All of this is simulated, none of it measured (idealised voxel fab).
Proc. module: voxel transistor to metal
Section shown: cut. Width: 215 nm. Cell size: 5 nm, square.
The cross-sections in this document take the form of a grid made of square cells. They are written out as bands, in order from top to bottom. Each band consists of one or more rows of cells.
First you get the band's top height and its bottom height, in nm, and then the materials it's made of, left to right, with each width in nm. If you see a single material with "edge to edge", that one covers the band edge to edge. "empty" is empty space.
We count height from 0. Below that, the starting wafer is all one material. The lowest band never ends at the bottom but goes on down; see "0 nm and below" for how that is written.
When a width is written as two numbers, as in "30..40", the first number is the width in the top row of cells of the band and the second is the width in its bottom row, and the width changes by the same amount from each row to the next.
"everything unchanged" after a step means that no cell of the cross-section changed.
If an empty space has no open way to the top and is at least 8 cells in size, "Sealed cavities" lists it, written width x height at distance, where distance is measured from the left edge and every value is in nm.
On a step's line, text after the settings is the simulator commenting on that step.
overlay nm: where the mask lay relative to plan, measured to the right, on steps with a mask; negatives go left.
THE PROCESS STEPS THAT WERE PLANNED ARE LISTED BELOW
1,RECEIVE with material Si
2,OXIDIZE with depth nm 5
3,CONFORMAL_DEP with material SiN, thk nm 15
4,DIRECTIONAL_DEP with material aC, thk nm 10
5,PATTERN with tone cover, mask id ACTIVE, material resist, width nm 115, thk nm 25, overlay nm 0
6,DIRECTIONAL_ETCH with etch materials aC, depth nm 10
7,STRIP with etch materials resist
8,DIRECTIONAL_ETCH with etch materials SiN, depth nm 15
9,DIRECTIONAL_ETCH with etch materials SiO2, depth nm 5
10,DIRECTIONAL_ETCH with etch materials Si, depth nm 25
11,STRIP with etch materials aC
12,OXIDIZE with depth nm 5
13,FILL_DEP with material SiO2, thk nm 15
14,CMP with height nm 15
15,SELECTIVE_ETCH with etch materials SiO2, depth nm 15
16,STRIP with etch materials SiN
17,SELECTIVE_ETCH with etch materials SiO2, depth nm 5
18,OXIDIZE with depth nm 5
19,DIRECTIONAL_DEP with material polySi, thk nm 20
20,DIRECTIONAL_DEP with material SiCN, thk nm 10
21,PATTERN with tone cover, mask id GATE, material resist, width nm 25, thk nm 20, overlay nm 0
22,DIRECTIONAL_ETCH with etch materials SiCN, depth nm 20
23,DIRECTIONAL_ETCH with etch materials polySi, depth nm 30
24,STRIP with etch materials resist
25,CONFORMAL_DEP with material SiN, thk nm 5
26,DIRECTIONAL_ETCH with etch materials SiN, depth nm 5
27,DIRECTIONAL_ETCH with etch materials SiO2, depth nm 5
28,DIRECTIONAL_ETCH with etch materials Si, depth nm 15
29,EPI with material SiGe, thk nm 15
30,FILL_DEP with material SiO2, thk nm 10
31,CMP with height nm 15
32,STRIP with etch materials polySi
33,SELECTIVE_ETCH with etch materials SiO2, depth nm 5
34,CONFORMAL_DEP with material HfO2, thk nm 5
35,CONFORMAL_DEP with material TiN, thk nm 5
36,FILL_DEP with material W, thk nm 10
37,CMP with height nm 10
38,DIRECTIONAL_DEP with material SiO2, thk nm 15
39,PATTERN with tone open, mask id CONTACT, material resist, width nm 20, pitch nm 85, thk nm 20, overlay nm 0
40,DIRECTIONAL_ETCH with etch materials SiO2, depth nm 35
41,STRIP with etch materials resist
42,CONFORMAL_DEP with material TiN, thk nm 5
43,FILL_DEP with material W, thk nm 10
44,CMP with height nm 25
45,DIRECTIONAL_DEP with material TiN, thk nm 5
46,DIRECTIONAL_DEP with material Ru, thk nm 15
47,PATTERN with tone cover, mask id METAL_1, material resist, width nm 20, pitch nm 85, thk nm 20, overlay nm 0
48,DIRECTIONAL_ETCH with etch materials Ru, depth nm 15
49,DIRECTIONAL_ETCH with etch materials TiN, depth nm 5
50,STRIP with etch materials resist
51,CONFORMAL_DEP with material SiCN, thk nm 5
52,FILL_DEP with material lowk, thk nm 10
53,CMP with height nm 45
54,CONFORMAL_DEP with material SiCN, thk nm 5
AS-RECEIVED STATE OF THE WAFER IN CROSS-SECTION, EQUIVALENT TO POST-STEP 1
	0 nm and below: Si edge to edge
	Sealed cavities: none
FINAL CROSS-SECTION, MODULE RUN WITH ONE MISTAKE (START AND PLAN AS ABOVE)
	50 nm to 45 nm: SiCN edge to edge
	45 nm to 40 nm: 55 nm SiCN / 20 nm TiN / 65 nm SiCN / 20 nm TiN / 55 nm SiCN
	40 nm to 25 nm: Ru edge to edge
	25 nm to 10 nm: 55 nm SiO2 / 5 nm TiN / 10 nm W / 5 nm TiN / 65 nm SiO2 / 5 nm TiN / 10 nm W / 5 nm TiN / 55 nm SiO2
	10 nm to 5 nm: 55 nm SiO2 / 5 nm TiN / 10 nm W / 5 nm TiN / 15 nm SiO2 / 5 nm SiN / 5 nm HfO2 / 5 nm TiN / 5 nm W / 5 nm TiN / 5 nm HfO2 / 5 nm SiN / 15 nm SiO2 / 5 nm TiN / 10 nm W / 5 nm TiN / 55 nm SiO2
	5 nm to 0 nm: 55 nm SiO2 / 5 nm TiN / 10 nm W / 5 nm TiN / 15 nm SiGe / 5 nm SiN / 5 nm HfO2 / 5 nm TiN / 5 nm W / 5 nm TiN / 5 nm HfO2 / 5 nm SiN / 15 nm SiGe / 5 nm TiN / 10 nm W / 5 nm TiN / 55 nm SiO2
	0 nm to -5 nm: 55 nm SiO2 / 5 nm TiN / 10 nm W / 5 nm TiN / 15 nm SiGe / 5 nm SiN / 5 nm HfO2 / 15 nm TiN / 5 nm HfO2 / 5 nm SiN / 15 nm SiGe / 5 nm TiN / 10 nm W / 5 nm TiN / 55 nm SiO2
	-5 nm to -10 nm: 55 nm SiO2 / 20 nm TiN / 15 nm SiGe / 35 nm HfO2 / 15 nm SiGe / 20 nm TiN / 55 nm SiO2
	-10 nm to -25 nm: 55 nm SiO2 / 35 nm SiGe / 35 nm Si / 35 nm SiGe / 55 nm SiO2
	-25 nm to -35 nm: 55 nm SiO2 / 105 nm Si / 55 nm SiO2
	-35 nm and below: Si edge to edge
	Sealed cavities: none
Processing error: deviation from plan: step 46 and step 45 executed in one another's positions
